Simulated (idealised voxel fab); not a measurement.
Presented below is a process module, voxel self aligned vias.
For reference, the cross-section in this document is cut, with width 285 nm and square cells of 5 nm.
Cross-section, as written here: a square-cell grid given band by band from the top down, where a band holds one or more rows of cells.
Top height, bottom height, nm. Materials left to right, width each, nm. Single material + "everywhere" = fills band edge to edge. "empty" = empty.
Measure heights from 0. That's the level where, below it, the as-received wafer is all one material. The lowest band is bottomless and extends downward; write it as in "0 and below".
It should be noted that a width expressed as "30->40" varies in equal increments from row to row of cells within the band, taking the value of the first number at the top row and that of the second number at the bottom row.
The cross-section has no changed cell in any step marked "remained unchanged".
You'll see "Voids, enclosed" listing empty spaces that have no way open to the top, as long as they're 8 cells or more; the notation is width x height at distance, where the distance is from the left edge, and all of it is in nm.
Formally, on a step line, whatever follows the settings is a remark that the simulator itself makes on the step.
On any step carrying a mask, the "overlay nm" setting, if present on the step's line, tells how far right of its planned place the mask lay; negative values point to the left.
Steps in the process plan
step 1: RECEIVE, material Si
step 2: CONFORMAL_DEP, material SiO2, thk nm 10
step 3: CONFORMAL_DEP, material SiCN, thk nm 5
step 4: DIRECTIONAL_DEP, material SiO2, thk nm 25
step 5: PATTERN, tone open, mask id LINES, material resist, width nm 20, pitch nm 55, thk nm 15, overlay nm 0
step 6: DIRECTIONAL_ETCH, etch materials SiO2, depth nm 25
step 7: STRIP, etch materials resist
step 8: CONFORMAL_DEP, material TiN, thk nm 5
step 9: FILL_DEP, material Ru, thk nm 5
step 10: CMP, height nm 40
step 11: SELECTIVE_ETCH, etch materials W Ru TiN, depth nm 10
step 12: FILL_DEP, material SiN, thk nm 5
step 13: CMP, height nm 40
step 14: DIRECTIONAL_DEP, material SiO2, thk nm 20
step 15: PATTERN, tone open, mask id VIAS, material resist, width nm 40, pitch nm 110, thk nm 20, overlay nm 0
step 16: DIRECTIONAL_ETCH, etch materials SiO2, depth nm 20
step 17: DIRECTIONAL_ETCH, etch materials SiN, depth nm 10
step 18: STRIP, etch materials resist
step 19: CONFORMAL_DEP, material TiN, thk nm 5
step 20: FILL_DEP, material Ru, thk nm 5
step 21: CMP, height nm 60
step 22: CONFORMAL_DEP, material SiCN, thk nm 5
The first wafer of two, processed as planned
Cross-section of the incoming wafer, state after step 1
  0 and below: Si everywhere
  Voids, enclosed: none
The wafer, seen in cross-section, after step 2
  10 down to 0: SiO2 everywhere
  Lower than 0, everything is as it was.
The wafer, seen in cross-section, after step 3
  15 down to 10: SiCN everywhere
  Lower than 10, everything is as it was.
The wafer, seen in cross-section, after step 4
  40 down to 15: SiO2 everywhere
  Lower than 15, everything is as it was.
The wafer, seen in cross-section, after step 5
  55 down to 40: resist=75 | empty=20 | resist=35 | empty=20 | resist=35 | empty=20 | resist=80
  Lower than 40, everything is as it was.
The wafer, seen in cross-section, after step 6
  55 down to 40: resist=75 | empty=20 | resist=35 | empty=20 | resist=35 | empty=20 | resist=80
  40 down to 15: SiO2=75 | empty=20 | SiO2=35 | empty=20 | SiO2=35 | empty=20 | SiO2=80
  Lower than 15, everything is as it was.
The wafer, seen in cross-section, after step 7
  40 down to 15: SiO2=75 | empty=20 | SiO2=35 | empty=20 | SiO2=35 | empty=20 | SiO2=80
  Lower than 15, everything is as it was.
The wafer, seen in cross-section, after step 8
  45 down to 40: TiN=80 | empty=10 | TiN=45 | empty=10 | TiN=45 | empty=10 | TiN=85
  40 down to 20: SiO2=75 | TiN=5 | empty=10 | TiN=5 | SiO2=35 | TiN=5 | empty=10 | TiN=5 | SiO2=35 | TiN=5 | empty=10 | TiN=5 | SiO2=80
  20 down to 15: SiO2=75 | TiN=20 | SiO2=35 | TiN=20 | SiO2=35 | TiN=20 | SiO2=80
  Lower than 15, everything is as it was.
The wafer, seen in cross-section, after step 9
  50 down to 45: Ru everywhere
  45 down to 40: TiN=80 | Ru=10 | TiN=45 | Ru=10 | TiN=45 | Ru=10 | TiN=85
  40 down to 20: SiO2=75 | TiN=5 | Ru=10 | TiN=5 | SiO2=35 | TiN=5 | Ru=10 | TiN=5 | SiO2=35 | TiN=5 | Ru=10 | TiN=5 | SiO2=80
  Lower than 20, everything is as it was.
The wafer, seen in cross-section, after step 10
  40 down to 20: SiO2=75 | TiN=5 | Ru=10 | TiN=5 | SiO2=35 | TiN=5 | Ru=10 | TiN=5 | SiO2=35 | TiN=5 | Ru=10 | TiN=5 | SiO2=80
  Lower than 20, everything is as it was.
The wafer, seen in cross-section, after step 11
  40 down to 30: SiO2=75 | empty=20 | SiO2=35 | empty=20 | SiO2=35 | empty=20 | SiO2=80
  Lower than 30, everything is as it was.
The wafer, seen in cross-section, after step 12
  45 down to 40: SiN everywhere
  40 down to 30: SiO2=75 | SiN=20 | SiO2=35 | SiN=20 | SiO2=35 | SiN=20 | SiO2=80
  Lower than 30, everything is as it was.
The wafer, seen in cross-section, after step 13
  40 down to 30: SiO2=75 | SiN=20 | SiO2=35 | SiN=20 | SiO2=35 | SiN=20 | SiO2=80
  Lower than 30, everything is as it was.
The wafer, seen in cross-section, after step 14
  60 down to 40: SiO2 everywhere
  Lower than 40, everything is as it was.
The wafer, seen in cross-section, after step 15
  80 down to 60: resist=65 | empty=40 | resist=70 | empty=40 | resist=70
  Lower than 60, everything is as it was.
The wafer, seen in cross-section, after step 16
  80 down to 60: resist=65 | empty=40 | resist=70 | empty=40 | resist=70
  60 down to 40: SiO2=65 | empty=40 | SiO2=70 | empty=40 | SiO2=70
  Lower than 40, everything is as it was.
The wafer, seen in cross-section, after step 17
  80 down to 60: resist=65 | empty=40 | resist=70 | empty=40 | resist=70
  60 down to 40: SiO2=65 | empty=40 | SiO2=70 | empty=40 | SiO2=70
  40 down to 30: SiO2=75 | empty=20 | SiO2=35 | SiN=20 | SiO2=35 | empty=20 | SiO2=80
  Lower than 30, everything is as it was.
The wafer, seen in cross-section, after step 18
  60 down to 40: SiO2=65 | empty=40 | SiO2=70 | empty=40 | SiO2=70
  Lower than 40, everything is as it was.
The wafer, seen in cross-section, after step 19
  65 down to 60: TiN=70 | empty=30 | TiN=80 | empty=30 | TiN=75
  60 down to 45: SiO2=65 | TiN=5 | empty=30 | TiN=5 | SiO2=70 | TiN=5 | empty=30 | TiN=5 | SiO2=70
  45 down to 40: SiO2=65 | TiN=15 | empty=10 | TiN=15 | SiO2=70 | TiN=15 | empty=10 | TiN=15 | SiO2=70
  40 down to 35: SiO2=75 | TiN=5 | empty=10 | TiN=5 | SiO2=35 | SiN=20 | SiO2=35 | TiN=5 | empty=10 | TiN=5 | SiO2=80
  35 down to 30: SiO2=75 | TiN=20 | SiO2=35 | SiN=20 | SiO2=35 | TiN=20 | SiO2=80
  Lower than 30, everything is as it was.
The wafer, seen in cross-section, after step 20
  70 down to 65: Ru everywhere
  65 down to 60: TiN=70 | Ru=30 | TiN=80 | Ru=30 | TiN=75
  60 down to 45: SiO2=65 | TiN=5 | Ru=30 | TiN=5 | SiO2=70 | TiN=5 | Ru=30 | TiN=5 | SiO2=70
  45 down to 40: SiO2=65 | TiN=15 | Ru=10 | TiN=15 | SiO2=70 | TiN=15 | Ru=10 | TiN=15 | SiO2=70
  40 down to 35: SiO2=75 | TiN=5 | Ru=10 | TiN=5 | SiO2=35 | SiN=20 | SiO2=35 | TiN=5 | Ru=10 | TiN=5 | SiO2=80
  Lower than 35, everything is as it was.
The wafer, seen in cross-section, after step 21
  60 down to 45: SiO2=65 | TiN=5 | Ru=30 | TiN=5 | SiO2=70 | TiN=5 | Ru=30 | TiN=5 | SiO2=70
  Lower than 45, everything is as it was.
The wafer, seen in cross-section, after step 22
  65 down to 60: SiCN everywhere
  Lower than 60, everything is as it was.
Second wafer: same start and same plan as the first, one execution error; identical to the first through step 4
The second wafer cut through, at the time step 5 was supposed to be finished
  55 down to 40: empty=75 | resist=20 | empty=35 | resist=20 | empty=35 | resist=20 | empty=80
  Lower than 40, everything is as it was.
The second wafer cut through, at the time step 6 was supposed to be finished
  55 down to 40: empty=75 | resist=20 | empty=35 | resist=20 | empty=35 | resist=20 | empty=80
  40 down to 15: empty=75 | SiO2=20 | empty=35 | SiO2=20 | empty=35 | SiO2=20 | empty=80
  Lower than 15, everything is as it was.
The second wafer cut through, at the time step 7 was supposed to be finished
  40 down to 15: empty=75 | SiO2=20 | empty=35 | SiO2=20 | empty=35 | SiO2=20 | empty=80
  Lower than 15, everything is as it was.
The second wafer cut through, at the time step 8 was supposed to be finished
  45 down to 40: empty=70 | TiN=30 | empty=25 | TiN=30 | empty=25 | TiN=30 | empty=75
  40 down to 20: empty=70 | TiN=5 | SiO2=20 | TiN=5 | empty=25 | TiN=5 | SiO2=20 | TiN=5 | empty=25 | TiN=5 | SiO2=20 | TiN=5 | empty=75
  20 down to 15: TiN=75 | SiO2=20 | TiN=35 | SiO2=20 | TiN=35 | SiO2=20 | TiN=80
  Lower than 15, everything is as it was.
The second wafer cut through, at the time step 9 was supposed to be finished
  50 down to 45: Ru everywhere
  45 down to 40: Ru=70 | TiN=30 | Ru=25 | TiN=30 | Ru=25 | TiN=30 | Ru=75
  40 down to 20: Ru=70 | TiN=5 | SiO2=20 | TiN=5 | Ru=25 | TiN=5 | SiO2=20 | TiN=5 | Ru=25 | TiN=5 | SiO2=20 | TiN=5 | Ru=75
  Lower than 20, everything is as it was.
The second wafer cut through, at the time step 10 was supposed to be finished
  40 down to 20: Ru=70 | TiN=5 | SiO2=20 | TiN=5 | Ru=25 | TiN=5 | SiO2=20 | TiN=5 | Ru=25 | TiN=5 | SiO2=20 | TiN=5 | Ru=75
  Lower than 20, everything is as it was.
The second wafer cut through, at the time step 11 was supposed to be finished
  40 down to 30: empty=75 | SiO2=20 | empty=35 | SiO2=20 | empty=35 | SiO2=20 | empty=80
  Lower than 30, everything is as it was.
The second wafer cut through, at the time step 12 was supposed to be finished
  45 down to 40: SiN everywhere
  40 down to 30: SiN=75 | SiO2=20 | SiN=35 | SiO2=20 | SiN=35 | SiO2=20 | SiN=80
  Lower than 30, everything is as it was.
The second wafer cut through, at the time step 13 was supposed to be finished
  40 down to 30: SiN=75 | SiO2=20 | SiN=35 | SiO2=20 | SiN=35 | SiO2=20 | SiN=80
  Lower than 30, everything is as it was.
The second wafer cut through, at the time step 14 was supposed to be finished
  60 down to 40: SiO2 everywhere
  Lower than 40, everything is as it was.
The second wafer cut through, at the time step 15 was supposed to be finished
  80 down to 60: resist=65 | empty=40 | resist=70 | empty=40 | resist=70
  Lower than 60, everything is as it was.
The second wafer cut through, at the time step 16 was supposed to be finished
  80 down to 60: resist=65 | empty=40 | resist=70 | empty=40 | resist=70
  60 down to 40: SiO2=65 | empty=40 | SiO2=70 | empty=40 | SiO2=70
  Lower than 40, everything is as it was.
The second wafer cut through, at the time step 17 was supposed to be finished
  80 down to 60: resist=65 | empty=40 | resist=70 | empty=40 | resist=70
  60 down to 40: SiO2=65 | empty=40 | SiO2=70 | empty=40 | SiO2=70
  40 down to 30: SiN=65 | empty=10 | SiO2=20 | empty=10 | SiN=25 | SiO2=20 | SiN=25 | empty=10 | SiO2=20 | empty=10 | SiN=70
  Lower than 30, everything is as it was.
The second wafer cut through, at the time step 18 was supposed to be finished
  60 down to 40: SiO2=65 | empty=40 | SiO2=70 | empty=40 | SiO2=70
  Lower than 40, everything is as it was.
The second wafer cut through, at the time step 19 was supposed to be finished
  65 down to 60: TiN=70 | empty=30 | TiN=80 | empty=30 | TiN=75
  60 down to 45: SiO2=65 | TiN=5 | empty=30 | TiN=5 | SiO2=70 | TiN=5 | empty=30 | TiN=5 | SiO2=70
  45 down to 40: SiO2=65 | TiN=40 | SiO2=70 | TiN=40 | SiO2=70
  40 down to 30: SiN=65 | TiN=10 | SiO2=20 | TiN=10 | SiN=25 | SiO2=20 | SiN=25 | TiN=10 | SiO2=20 | TiN=10 | SiN=70
  Lower than 30, everything is as it was.
The second wafer cut through, at the time step 20 was supposed to be finished
  70 down to 65: Ru everywhere
  65 down to 60: TiN=70 | Ru=30 | TiN=80 | Ru=30 | TiN=75
  60 down to 45: SiO2=65 | TiN=5 | Ru=30 | TiN=5 | SiO2=70 | TiN=5 | Ru=30 | TiN=5 | SiO2=70
  Lower than 45, everything is as it was.
The second wafer cut through, at the time step 21 was supposed to be finished
  60 down to 45: SiO2=65 | TiN=5 | Ru=30 | TiN=5 | SiO2=70 | TiN=5 | Ru=30 | TiN=5 | SiO2=70
  Lower than 45, everything is as it was.
The second wafer cut through, at the time step 22 was supposed to be finished
  65 down to 60: SiCN everywhere
  Lower than 60, everything is as it was.
In executing the process, a mistake was made relative to the plan: for step 5, the planned setting was not used; the step was instead run as PATTERN, tone cover, mask id LINES, material resist, width nm 20, pitch nm 55, thk nm 15, overlay nm 0
End check, counted in cells, second wafer has more or fewer of these materials than the first: +58 Ru; +66 SiN; -165 SiO2; +41 TiN
